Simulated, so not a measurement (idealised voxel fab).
Herein follows the process module entitled voxel fin reveal.
The cross-section shown here is cut; it is 195 nm wide and divided into square cells measuring 5 nm on a side.
Format of a cross-section: grid, square cells. Given as bands. Order: top down. Band: one or more rows of cells. Band: top height; bottom height; in nm. Then, left to right: material with width in nm, for each material. "full width": a single material spanning edge to edge. "air": empty space. The reference from which all heights are counted is 0, the level beneath which the as-received wafer is entirely one material; the lowest band, having no lower bound, proceeds downward and is written after the example "top 0, no bottom". Graded width ("30->40"): value in top row of band = first number; value in bottom row = second number; row-to-row change constant. No cell of the cross-section changed in a step that is given as "all unchanged". Look at "Enclosed voids" for the closed voids: empty spaces with no open path to the top, sized 8 cells or up. Each is width x height at distance, distance from the left edge, all nm. If you see something after the settings on a step's line, that's the simulator's own remark about that step. "overlay nm", when on a step's line for a step with a mask, measures how far to the right of its planned place the mask lay; a negative measure means to the left.

# Below is the list of planned process steps
1,RECEIVE | material Si
2,CONFORMAL_DEP | material SiN | thk nm 10
3,PATTERN | tone cover | mask id FINS | material resist | width nm 15 | pitch nm 45 | thk nm 20 | overlay nm 0
4,DIRECTIONAL_ETCH | etch materials SiN | depth nm 10
5,DIRECTIONAL_ETCH | etch materials Si | depth nm 35
6,STRIP | etch materials resist
7,FILL_DEP | material SiO2 | thk nm 15
8,CMP | height nm 10
9,SELECTIVE_ETCH | etch materials SiO2 | depth nm 35
10,STRIP | etch materials SiN

# Received-state cross-section, reflecting completion of step 1
    top 0, no bottom = Si full width
    Enclosed voids: none

# Post-module cross-section of the first of two wafers (run per plan)
    top 0, bottom -25 = air 20 nm, Si 15 nm, air 30 nm, Si 15 nm, air 30 nm, Si 15 nm, air 30 nm, Si 15 nm, air 25 nm
    top -25, bottom -35 = SiO2 20 nm, Si 15 nm, SiO2 30 nm, Si 15 nm, SiO2 30 nm, Si 15 nm, SiO2 30 nm, Si 15 nm, SiO2 25 nm
    top -35, no bottom = Si full width
    Enclosed voids: none

# End of module, second wafer, cross-section. Started like the first, planned like the first, run with one mistake
    top 0, bottom -25 = air 20 nm, Si 15 nm, air 30 nm, Si 15 nm, air 30 nm, Si 15 nm, air 30 nm, Si 15 nm, air 25 nm
    top -25, bottom -70 = SiO2 20 nm, Si 15 nm, SiO2 30 nm, Si 15 nm, SiO2 30 nm, Si 15 nm, SiO2 30 nm, Si 15 nm, SiO2 25 nm
    top -70, no bottom = Si full width
    Enclosed voids: none
Error vs. plan: yeah, plan step 5 got run twice
The second wafer ends with more or fewer cells of some materials than the first, per final count: Si: 189 fewer; SiO2: 189 more
